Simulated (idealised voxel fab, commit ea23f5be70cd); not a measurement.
The process module that follows is named voxel self aligned contacts.
FYI the section here is cut, 235 nm wide, cells are 5 nm squares.
If you're reading a cross-section in this doc, picture square cells in a grid; it comes to you as bands, top ones listed first down to the bottom, and a band can be one or more rows of cells. The band entry comprises the height of the band's top followed by the height of its bottom, expressed in nm, and subsequently the band's materials from left to right, each stated together with its width in nm. Where a single material is marked with the word "everywhere", that material fills the band from edge to edge. The word "air" represents empty space. Heights are expressed relative to 0, this being the level below which the as-received wafer comprises one material exclusively. The lowest band is unbounded in the downward direction and is denoted as in "top 0, no bottom". Note: "30 to 40" means the width goes from the first number (top row of the band) to the second number (bottom row) in equal steps per row of cells. Where a step carries "everything unchanged", the cross-section came out of it unchanged, cell for cell. The label "Voids, enclosed" introduces a list of the empty spaces, 8 cells or larger, that have no open way up to the top; each entry in it reads width x height at distance, where the distance is taken from the left edge and all three are stated in nm. The remark found on a step's line after its settings is issued by the simulator itself and pertains to that step. The setting "overlay nm" may be written on the line of a step. When the step uses a mask, the value reports how far to the right of the planned place the mask lay, and a negative value reports that it lay to the left.

## plan
1: RECEIVE,material Si
2: OXIDIZE,depth nm 5
3: DIRECTIONAL_DEP,material polySi,thk nm 25
4: DIRECTIONAL_DEP,material SiN,thk nm 15
5: PATTERN,tone cover,mask id GATE,material resist,width nm 25,pitch nm 50,thk nm 20,overlay nm 0
6: DIRECTIONAL_ETCH,etch materials SiN,depth nm 15
7: DIRECTIONAL_ETCH,etch materials polySi,depth nm 25
8: STRIP,etch materials resist
9: CONFORMAL_DEP,material SiN,thk nm 5
10: DIRECTIONAL_ETCH,etch materials SiN,depth nm 5
11: FILL_DEP,material SiO2,thk nm 20
12: CMP,height nm 50
13: DIRECTIONAL_DEP,material aC,thk nm 10
14: PATTERN,tone open,mask id CONTACT,material resist,width nm 35,pitch nm 50,thk nm 30,overlay nm 0
15: DIRECTIONAL_ETCH,etch materials aC,depth nm 10
16: STRIP,etch materials resist
17: DIRECTIONAL_ETCH,etch materials SiO2,depth nm 55
18: STRIP,etch materials aC
19: CONFORMAL_DEP,material TiN,thk nm 5
20: FILL_DEP,material Ru,thk nm 10
21: CMP,height nm 50
22: CONFORMAL_DEP,material SiCN,thk nm 5

## First wafer of two (run as planned)

## Incoming wafer, cross-sectional view, post step 1
* top 0, no bottom = Si everywhere
* Voids, enclosed: none

## After step 2, in cross-section
* top 0, bottom -5 = SiO2 everywhere
* below -5: unchanged

## After step 3, in cross-section
* top 25, bottom 0 = polySi everywhere
* below 0: unchanged

## After step 4, in cross-section
* top 40, bottom 25 = SiN everywhere
* below 25: unchanged

## After step 5, in cross-section
* top 60, bottom 40 = air=55 | resist=25 | air=25 | resist=25 | air=25 | resist=25 | air=55
* below 40: unchanged

## After step 6, in cross-section
* top 60, bottom 40 = air=55 | resist=25 | air=25 | resist=25 | air=25 | resist=25 | air=55
* top 40, bottom 25 = air=55 | SiN=25 | air=25 | SiN=25 | air=25 | SiN=25 | air=55
* below 25: unchanged

## After step 7, in cross-section
* top 60, bottom 40 = air=55 | resist=25 | air=25 | resist=25 | air=25 | resist=25 | air=55
* top 40, bottom 25 = air=55 | SiN=25 | air=25 | SiN=25 | air=25 | SiN=25 | air=55
* top 25, bottom 0 = air=55 | polySi=25 | air=25 | polySi=25 | air=25 | polySi=25 | air=55
* below 0: unchanged

## After step 8, in cross-section
* top 40, bottom 25 = air=55 | SiN=25 | air=25 | SiN=25 | air=25 | SiN=25 | air=55
* below 25: unchanged

## After step 9, in cross-section
* top 45, bottom 25 = air=50 | SiN=35 | air=15 | SiN=35 | air=15 | SiN=35 | air=50
* top 25, bottom 5 = air=50 | SiN=5 | polySi=25 | SiN=5 | air=15 | SiN=5 | polySi=25 | SiN=5 | air=15 | SiN=5 | polySi=25 | SiN=5 | air=50
* top 5, bottom 0 = SiN=55 | polySi=25 | SiN=25 | polySi=25 | SiN=25 | polySi=25 | SiN=55
* below 0: unchanged

## After step 10, in cross-section
* top 40, bottom 25 = air=50 | SiN=35 | air=15 | SiN=35 | air=15 | SiN=35 | air=50
* top 25, bottom 0 = air=50 | SiN=5 | polySi=25 | SiN=5 | air=15 | SiN=5 | polySi=25 | SiN=5 | air=15 | SiN=5 | polySi=25 | SiN=5 | air=50
* below 0: unchanged

## After step 11, in cross-section
* top 60, bottom 40 = SiO2 everywhere
* top 40, bottom 25 = SiO2=50 | SiN=35 | SiO2=15 | SiN=35 | SiO2=15 | SiN=35 | SiO2=50
* top 25, bottom 0 = SiO2=50 | SiN=5 | polySi=25 | SiN=5 | SiO2=15 | SiN=5 | polySi=25 | SiN=5 | SiO2=15 | SiN=5 | polySi=25 | SiN=5 | SiO2=50
* below 0: unchanged

## After step 12, in cross-section
* top 50, bottom 40 = SiO2 everywhere
* below 40: unchanged

## After step 13, in cross-section
* top 60, bottom 50 = aC everywhere
* below 50: unchanged

## After step 14, in cross-section
* top 90, bottom 60 = resist=75 | air=35 | resist=15 | air=35 | resist=75
* below 60: unchanged

## After step 15, in cross-section
* top 80, bottom 60 = resist=75 | air=35 | resist=15 | air=35 | resist=75
* top 60, bottom 50 = aC=75 | air=35 | aC=15 | air=35 | aC=75
* below 50: unchanged

## After step 16, in cross-section
* top 60, bottom 50 = aC=75 | air=35 | aC=15 | air=35 | aC=75
* below 50: unchanged

## After step 17, in cross-section
* top 60, bottom 50 = aC=75 | air=35 | aC=15 | air=35 | aC=75
* top 50, bottom 40 = SiO2=75 | air=35 | SiO2=15 | air=35 | SiO2=75
* top 40, bottom 25 = SiO2=50 | SiN=35 | air=15 | SiN=35 | air=15 | SiN=35 | SiO2=50
* top 25, bottom 0 = SiO2=50 | SiN=5 | polySi=25 | SiN=5 | air=15 | SiN=5 | polySi=25 | SiN=5 | air=15 | SiN=5 | polySi=25 | SiN=5 | SiO2=50
* top 0, bottom -5 = SiO2=85 | air=15 | SiO2=35 | air=15 | SiO2=85
* below -5: unchanged

## After step 18, in cross-section
* top 50, bottom 40 = SiO2=75 | air=35 | SiO2=15 | air=35 | SiO2=75
* below 40: unchanged

## After step 19, in cross-section
* top 55, bottom 50 = TiN=80 | air=25 | TiN=25 | air=25 | TiN=80
* top 50, bottom 40 = SiO2=75 | TiN=5 to 15 | air=25 to 5 | TiN=5 to 15 | SiO2=15 | TiN=5 to 15 | air=25 to 5 | TiN=5 to 15 | SiO2=75
* top 40, bottom 25 = SiO2=50 | SiN=35 | TiN=5 | air=5 | TiN=5 | SiN=35 | TiN=5 | air=5 | TiN=5 | SiN=35 | SiO2=50
* top 25, bottom 0 = SiO2=50 | SiN=5 | polySi=25 | SiN=5 | TiN=5 | air=5 | TiN=5 | SiN=5 | polySi=25 | SiN=5 | TiN=5 | air=5 | TiN=5 | SiN=5 | polySi=25 | SiN=5 | SiO2=50
* top 0, bottom -5 = SiO2=85 | TiN=15 | SiO2=35 | TiN=15 | SiO2=85
* below -5: unchanged

## After step 20, in cross-section
* top 65, bottom 55 = Ru everywhere
* top 55, bottom 50 = TiN=80 | Ru=25 | TiN=25 | Ru=25 | TiN=80
* top 50, bottom 40 = SiO2=75 | TiN=5 to 15 | Ru=25 to 5 | TiN=5 to 15 | SiO2=15 | TiN=5 to 15 | Ru=25 to 5 | TiN=5 to 15 | SiO2=75
* top 40, bottom 25 = SiO2=50 | SiN=35 | TiN=5 | Ru=5 | TiN=5 | SiN=35 | TiN=5 | Ru=5 | TiN=5 | SiN=35 | SiO2=50
* top 25, bottom 0 = SiO2=50 | SiN=5 | polySi=25 | SiN=5 | TiN=5 | Ru=5 | TiN=5 | SiN=5 | polySi=25 | SiN=5 | TiN=5 | Ru=5 | TiN=5 | SiN=5 | polySi=25 | SiN=5 | SiO2=50
* below 0: unchanged

## After step 21, in cross-section
* top 50, bottom 40 = SiO2=75 | TiN=5 to 15 | Ru=25 to 5 | TiN=5 to 15 | SiO2=15 | TiN=5 to 15 | Ru=25 to 5 | TiN=5 to 15 | SiO2=75
* below 40: unchanged

## After step 22, in cross-section
* top 55, bottom 50 = SiCN everywhere
* below 50: unchanged

## Companion wafer, the second of two: same beginning, same intended sequence, one mistake in carrying it out; through step 4 inclusive it tracks the first exactly

## Cross-section, second wafer, at the end time the plan gives for step 5
* top 60, bottom 40 = resist=55 | air=25 | resist=25 | air=25 | resist=25 | air=25 | resist=55
* below 40: unchanged

## Cross-section, second wafer, at the end time the plan gives for step 6
* top 60, bottom 40 = resist=55 | air=25 | resist=25 | air=25 | resist=25 | air=25 | resist=55
* top 40, bottom 25 = SiN=55 | air=25 | SiN=25 | air=25 | SiN=25 | air=25 | SiN=55
* below 25: unchanged

## Cross-section, second wafer, at the end time the plan gives for step 7
* top 60, bottom 40 = resist=55 | air=25 | resist=25 | air=25 | resist=25 | air=25 | resist=55
* top 40, bottom 25 = SiN=55 | air=25 | SiN=25 | air=25 | SiN=25 | air=25 | SiN=55
* top 25, bottom 0 = polySi=55 | air=25 | polySi=25 | air=25 | polySi=25 | air=25 | polySi=55
* below 0: unchanged

## Cross-section, second wafer, at the end time the plan gives for step 8
* top 40, bottom 25 = SiN=55 | air=25 | SiN=25 | air=25 | SiN=25 | air=25 | SiN=55
* below 25: unchanged

## Cross-section, second wafer, at the end time the plan gives for step 9
* top 45, bottom 25 = SiN=60 | air=15 | SiN=35 | air=15 | SiN=35 | air=15 | SiN=60
* top 25, bottom 5 = polySi=55 | SiN=5 | air=15 | SiN=5 | polySi=25 | SiN=5 | air=15 | SiN=5 | polySi=25 | SiN=5 | air=15 | SiN=5 | polySi=55
* top 5, bottom 0 = polySi=55 | SiN=25 | polySi=25 | SiN=25 | polySi=25 | SiN=25 | polySi=55
* below 0: unchanged

## Cross-section, second wafer, at the end time the plan gives for step 10
* top 40, bottom 25 = SiN=60 | air=15 | SiN=35 | air=15 | SiN=35 | air=15 | SiN=60
* top 25, bottom 0 = polySi=55 | SiN=5 | air=15 | SiN=5 | polySi=25 | SiN=5 | air=15 | SiN=5 | polySi=25 | SiN=5 | air=15 | SiN=5 | polySi=55
* below 0: unchanged

## Cross-section, second wafer, at the end time the plan gives for step 11
* top 60, bottom 40 = SiO2 everywhere
* top 40, bottom 25 = SiN=60 | SiO2=15 | SiN=35 | SiO2=15 | SiN=35 | SiO2=15 | SiN=60
* top 25, bottom 0 = polySi=55 | SiN=5 | SiO2=15 | SiN=5 | polySi=25 | SiN=5 | SiO2=15 | SiN=5 | polySi=25 | SiN=5 | SiO2=15 | SiN=5 | polySi=55
* below 0: unchanged

## Cross-section, second wafer, at the end time the plan gives for step 12
* top 50, bottom 40 = SiO2 everywhere
* below 40: unchanged

## Cross-section, second wafer, at the end time the plan gives for step 13
* top 60, bottom 50 = aC everywhere
* below 50: unchanged

## Cross-section, second wafer, at the end time the plan gives for step 14
* top 90, bottom 60 = resist=75 | air=35 | resist=15 | air=35 | resist=75
* below 60: unchanged

## Cross-section, second wafer, at the end time the plan gives for step 15
* top 80, bottom 60 = resist=75 | air=35 | resist=15 | air=35 | resist=75
* top 60, bottom 50 = aC=75 | air=35 | aC=15 | air=35 | aC=75
* below 50: unchanged

## Cross-section, second wafer, at the end time the plan gives for step 16
* top 60, bottom 50 = aC=75 | air=35 | aC=15 | air=35 | aC=75
* below 50: unchanged

## Cross-section, second wafer, at the end time the plan gives for step 17
* top 60, bottom 50 = aC=75 | air=35 | aC=15 | air=35 | aC=75
* top 50, bottom 40 = SiO2=75 | air=35 | SiO2=15 | air=35 | SiO2=75
* below 40: unchanged

## Cross-section, second wafer, at the end time the plan gives for step 18
* top 50, bottom 40 = SiO2=75 | air=35 | SiO2=15 | air=35 | SiO2=75
* below 40: unchanged

## Cross-section, second wafer, at the end time the plan gives for step 19
* top 55, bottom 50 = TiN=80 | air=25 | TiN=25 | air=25 | TiN=80
* top 50, bottom 45 = SiO2=75 | TiN=5 | air=25 | TiN=5 | SiO2=15 | TiN=5 | air=25 | TiN=5 | SiO2=75
* top 45, bottom 40 = SiO2=75 | TiN=35 | SiO2=15 | TiN=35 | SiO2=75
* below 40: unchanged

## Cross-section, second wafer, at the end time the plan gives for step 20
* top 65, bottom 55 = Ru everywhere
* top 55, bottom 50 = TiN=80 | Ru=25 | TiN=25 | Ru=25 | TiN=80
* top 50, bottom 45 = SiO2=75 | TiN=5 | Ru=25 | TiN=5 | SiO2=15 | TiN=5 | Ru=25 | TiN=5 | SiO2=75
* below 45: unchanged

## Cross-section, second wafer, at the end time the plan gives for step 21
* top 50, bottom 45 = SiO2=75 | TiN=5 | Ru=25 | TiN=5 | SiO2=15 | TiN=5 | Ru=25 | TiN=5 | SiO2=75
* below 45: unchanged

## Cross-section, second wafer, at the end time the plan gives for step 22
* top 55, bottom 50 = SiCN everywhere
* below 50: unchanged
It is concluded that the wafer was processed incorrectly with respect to the plan, in that the process deviated at step 5: the operation and settings actually run there were PATTERN,tone open,mask id GATE,material resist,width nm 25,pitch nm 50,thk nm 20,overlay nm 0
Per the end-of-run cell counts, the second wafer holds more or fewer of some materials than the first: -18 Ru; +51 SiN; -82 SiO2; -36 TiN; +85 polySi
